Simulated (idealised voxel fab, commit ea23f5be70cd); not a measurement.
process module | voxel double patterning
Cross-sectional view cut (width: 150 nm; square cell size: 5 nm).
We lay out every cross-section as a grid of square cells and spell it out in bands from the top down, where one band means one or more rows of cells. The entry gives the band's vertical extent as a top height and a bottom height in nm, then its horizontal make-up as materials from left to right, each with a width in nm. "empty" stands for empty space; a single material marked "edge to edge" fills the band edge to edge. Beneath 0, the wafer as received is one material, and that level is where height counting begins. The lowest band goes on downward without a bottom; it is written like "top 0, no bottom". Per-row width for "30 to 40": begins at first number (top row of band), ends at second number (bottom row), increment between rows held constant. "no alteration" after a step means that no cell of the cross-section changed. Entry "Enclosed void inventory" = empty spaces >= 8 cells with no open way to the top; each as width x height at distance, distance from left edge, all nm. On each step's line, the part that comes after the settings is the simulator's own comment on the step. The optional step-line setting "overlay nm" applies to steps with a mask and quantifies how far to the right of its planned location the mask lay, a negative value indicating leftward placement.
PROCESS STEPS (PLANNED)
- 1: RECEIVE [material Si]
- 2: CONFORMAL_DEP [material SiO2] [thk nm 10]
- 3: DIRECTIONAL_DEP [material TiN] [thk nm 10]
- 4: DIRECTIONAL_DEP [material SiN] [thk nm 5]
- 5: MASKED_ETCH [tone open] [mask id FIRST] [width nm 15] [pitch nm 50] [etch materials SiN] [depth nm 5] [overlay nm 0]
- 6: DIRECTIONAL_DEP [material aC] [thk nm 15]
- 7: PATTERN [tone open] [mask id SECOND] [material resist] [width nm 15] [pitch nm 50] [thk nm 35] [overlay nm 0]
- 8: DIRECTIONAL_ETCH [etch materials aC] [depth nm 15]
- 9: STRIP [etch materials resist]
- 10: DIRECTIONAL_ETCH [etch materials SiN] [depth nm 5]
- 11: STRIP [etch materials aC]
- 12: DIRECTIONAL_ETCH [etch materials TiN] [depth nm 10]
- 13: STRIP [etch materials SiN]
FIRST OF TWO WAFERS - AS PLANNED
CROSS-SECTIONAL VIEW OF THE WAFER IN ITS AS-RECEIVED CONDITION, CORRESPONDING TO THE STATE AFTER STEP 1
- top 0, no bottom = Si edge to edge
- Enclosed void inventory: none
YOU'RE LOOKING AT A CROSS-SECTION OF THE WAFER AFTER STEP 2
- top 10, bottom 0 = SiO2 edge to edge
- No changes below 0.
YOU'RE LOOKING AT A CROSS-SECTION OF THE WAFER AFTER STEP 3
- top 20, bottom 10 = TiN edge to edge
- No changes below 10.
YOU'RE LOOKING AT A CROSS-SECTION OF THE WAFER AFTER STEP 4
- top 25, bottom 20 = SiN edge to edge
- No changes below 20.
YOU'RE LOOKING AT A CROSS-SECTION OF THE WAFER AFTER STEP 5
- top 25, bottom 20 = SiN 15 nm | empty 15 nm | SiN 35 nm | empty 15 nm | SiN 35 nm | empty 15 nm | SiN 20 nm
- No changes below 20.
YOU'RE LOOKING AT A CROSS-SECTION OF THE WAFER AFTER STEP 6
- top 40, bottom 35 = aC 15 nm | empty 15 nm | aC 35 nm | empty 15 nm | aC 35 nm | empty 15 nm | aC 20 nm
- top 35, bottom 25 = aC edge to edge
- top 25, bottom 20 = SiN 15 nm | aC 15 nm | SiN 35 nm | aC 15 nm | SiN 35 nm | aC 15 nm | SiN 20 nm
- No changes below 20.
YOU'RE LOOKING AT A CROSS-SECTION OF THE WAFER AFTER STEP 7
- top 75, bottom 40 = resist 40 nm | empty 15 nm | resist 35 nm | empty 15 nm | resist 45 nm
- top 40, bottom 35 = aC 15 nm | resist 15 nm | aC 35 nm | resist 15 nm | aC 35 nm | resist 15 nm | aC 20 nm
- No changes below 35.
YOU'RE LOOKING AT A CROSS-SECTION OF THE WAFER AFTER STEP 8
- top 60, bottom 40 = resist 40 nm | empty 15 nm | resist 35 nm | empty 15 nm | resist 45 nm
- top 40, bottom 35 = aC 15 nm | resist 15 nm | aC 10 nm | empty 15 nm | aC 10 nm | resist 15 nm | aC 10 nm | empty 15 nm | aC 10 nm | resist 15 nm | aC 20 nm
- top 35, bottom 25 = aC 40 nm | empty 15 nm | aC 35 nm | empty 15 nm | aC 45 nm
- No changes below 25.
YOU'RE LOOKING AT A CROSS-SECTION OF THE WAFER AFTER STEP 9
- top 40, bottom 35 = aC 15 nm | empty 15 nm | aC 10 nm | empty 15 nm | aC 10 nm | empty 15 nm | aC 10 nm | empty 15 nm | aC 10 nm | empty 15 nm | aC 20 nm
- No changes below 35.
YOU'RE LOOKING AT A CROSS-SECTION OF THE WAFER AFTER STEP 10
- top 40, bottom 35 = aC 15 nm | empty 15 nm | aC 10 nm | empty 15 nm | aC 10 nm | empty 15 nm | aC 10 nm | empty 15 nm | aC 10 nm | empty 15 nm | aC 20 nm
- top 35, bottom 25 = aC 40 nm | empty 15 nm | aC 35 nm | empty 15 nm | aC 45 nm
- top 25, bottom 20 = SiN 15 nm | aC 15 nm | SiN 10 nm | empty 15 nm | SiN 10 nm | aC 15 nm | SiN 10 nm | empty 15 nm | SiN 10 nm | aC 15 nm | SiN 20 nm
- No changes below 20.
YOU'RE LOOKING AT A CROSS-SECTION OF THE WAFER AFTER STEP 11
- top 25, bottom 20 = SiN 15 nm | empty 15 nm | SiN 10 nm | empty 15 nm | SiN 10 nm | empty 15 nm | SiN 10 nm | empty 15 nm | SiN 10 nm | empty 15 nm | SiN 20 nm
- No changes below 20.
YOU'RE LOOKING AT A CROSS-SECTION OF THE WAFER AFTER STEP 12
- top 25, bottom 20 = SiN 15 nm | empty 15 nm | SiN 10 nm | empty 15 nm | SiN 10 nm | empty 15 nm | SiN 10 nm | empty 15 nm | SiN 10 nm | empty 15 nm | SiN 20 nm
- top 20, bottom 10 = TiN 15 nm | empty 15 nm | TiN 10 nm | empty 15 nm | TiN 10 nm | empty 15 nm | TiN 10 nm | empty 15 nm | TiN 10 nm | empty 15 nm | TiN 20 nm
- No changes below 10.
YOU'RE LOOKING AT A CROSS-SECTION OF THE WAFER AFTER STEP 13
- top 20, bottom 10 = TiN 15 nm | empty 15 nm | TiN 10 nm | empty 15 nm | TiN 10 nm | empty 15 nm | TiN 10 nm | empty 15 nm | TiN 10 nm | empty 15 nm | TiN 20 nm
- No changes below 10.
SECOND WAFER, SAME STARTING STATE AND PLAN AS THE FIRST, ONE MISTAKE IN THE RUN, IDENTICAL THROUGH STEP 7
CROSS-SECTIONAL VIEW OF THE SECOND WAFER AT THE INTENDED END TIME OF PROCESS STEP 8
- top 45, bottom 40 = resist 40 nm | empty 15 nm | resist 35 nm | empty 15 nm | resist 45 nm
- top 40, bottom 35 = aC 15 nm | resist 15 nm | aC 10 nm | empty 15 nm | aC 10 nm | resist 15 nm | aC 10 nm | empty 15 nm | aC 10 nm | resist 15 nm | aC 20 nm
- top 35, bottom 25 = aC 40 nm | empty 15 nm | aC 35 nm | empty 15 nm | aC 45 nm
- No changes below 25.
CROSS-SECTIONAL VIEW OF THE SECOND WAFER AT THE INTENDED END TIME OF PROCESS STEP 9
- top 40, bottom 35 = aC 15 nm | empty 15 nm | aC 10 nm | empty 15 nm | aC 10 nm | empty 15 nm | aC 10 nm | empty 15 nm | aC 10 nm | empty 15 nm | aC 20 nm
- No changes below 35.
CROSS-SECTIONAL VIEW OF THE SECOND WAFER AT THE INTENDED END TIME OF PROCESS STEP 10
- top 40, bottom 35 = aC 15 nm | empty 15 nm | aC 10 nm | empty 15 nm | aC 10 nm | empty 15 nm | aC 10 nm | empty 15 nm | aC 10 nm | empty 15 nm | aC 20 nm
- top 35, bottom 25 = aC 40 nm | empty 15 nm | aC 35 nm | empty 15 nm | aC 45 nm
- top 25, bottom 20 = SiN 15 nm | aC 15 nm | SiN 10 nm | empty 15 nm | SiN 10 nm | aC 15 nm | SiN 10 nm | empty 15 nm | SiN 10 nm | aC 15 nm | SiN 20 nm
- No changes below 20.
CROSS-SECTIONAL VIEW OF THE SECOND WAFER AT THE INTENDED END TIME OF PROCESS STEP 11
- top 25, bottom 20 = SiN 15 nm | empty 15 nm | SiN 10 nm | empty 15 nm | SiN 10 nm | empty 15 nm | SiN 10 nm | empty 15 nm | SiN 10 nm | empty 15 nm | SiN 20 nm
- No changes below 20.
CROSS-SECTIONAL VIEW OF THE SECOND WAFER AT THE INTENDED END TIME OF PROCESS STEP 12
- top 25, bottom 20 = SiN 15 nm | empty 15 nm | SiN 10 nm | empty 15 nm | SiN 10 nm | empty 15 nm | SiN 10 nm | empty 15 nm | SiN 10 nm | empty 15 nm | SiN 20 nm
- top 20, bottom 10 = TiN 15 nm | empty 15 nm | TiN 10 nm | empty 15 nm | TiN 10 nm | empty 15 nm | TiN 10 nm | empty 15 nm | TiN 10 nm | empty 15 nm | TiN 20 nm
- No changes below 10.
CROSS-SECTIONAL VIEW OF THE SECOND WAFER AT THE INTENDED END TIME OF PROCESS STEP 13
- top 20, bottom 10 = TiN 15 nm | empty 15 nm | TiN 10 nm | empty 15 nm | TiN 10 nm | empty 15 nm | TiN 10 nm | empty 15 nm | TiN 10 nm | empty 15 nm | TiN 20 nm
- No changes below 10.
What broke from the plan during processing? in the plan, step 8 was performed twice
The two wafers come out with the same cross-section, meaning that, for this model, the mistake has no consequence in the computed result.
